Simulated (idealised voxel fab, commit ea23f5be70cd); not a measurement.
The following process module bears the name voxel lift off.
FYI the section here is cut, 195 nm wide, cells are 5 nm squares.
For the purposes of this document, a cross-section shall be understood as a grid of square cells, specified as bands listed in top-to-bottom order, each band consisting of one or more rows of cells.
Band: top and bottom heights (nm) first, top before bottom; then materials from left to right, widths in nm. "all across" marks a sole material filling the band edge to edge. "empty" denotes empty space.
Below 0: as-received wafer, all one material; heights counted from there. Lowest band: no bottom, goes on down, written "0 down".
Note: "30 to 40" means the width goes from the first number (top row of the band) to the second number (bottom row) in equal steps per row of cells.
Any step labelled "no modifications" changed none of the cells in the cross-section.
What "Closed empty spaces" gives you is every empty space of 8 cells or more that is cut off from the top. Each appears as width x height at distance, with the distance taken from the left edge and width, height and distance all in nm.
Note: text after step settings on the step line = simulator remark on that step.
When a step includes a mask, the "overlay nm" setting on its line states how far to the right of its planned place that mask lay, and negative values state how far to the left.

**Planned step list for the process**
1. RECEIVE (material Si)
2. CONFORMAL_DEP (material SiO2; thk nm 10)
3. PATTERN (tone open; mask id LINES; material resist; width nm 15; pitch nm 40; thk nm 25; overlay nm 0)
4. DIRECTIONAL_DEP (material Ru; thk nm 15)
5. STRIP (etch materials resist)
6. CONFORMAL_DEP (material SiO2; thk nm 10)
Don't read the plan's width nm for step 3 as applying to every wafer: that's the first wafer's value, and the wafers differ in it, though they all start identical.

**The first of several wafers in cross-section, exactly as it reached us after step 1**
- 0 down: Si all across
- Closed empty spaces: none

**What follows is a table in which each wafer occupies a row; for the wafer as it stands at the close of the module, the row states, material by material, how many cells have been gained (+) or lost (-) since receipt, and then gives its closed voids**
width nm 15 | +18 Ru | +180 SiO2 | Closed empty spaces: none
width nm 20 | +24 Ru | +180 SiO2 | Closed empty spaces: none
width nm 25 | +30 Ru | +177 SiO2 | Closed empty spaces: none
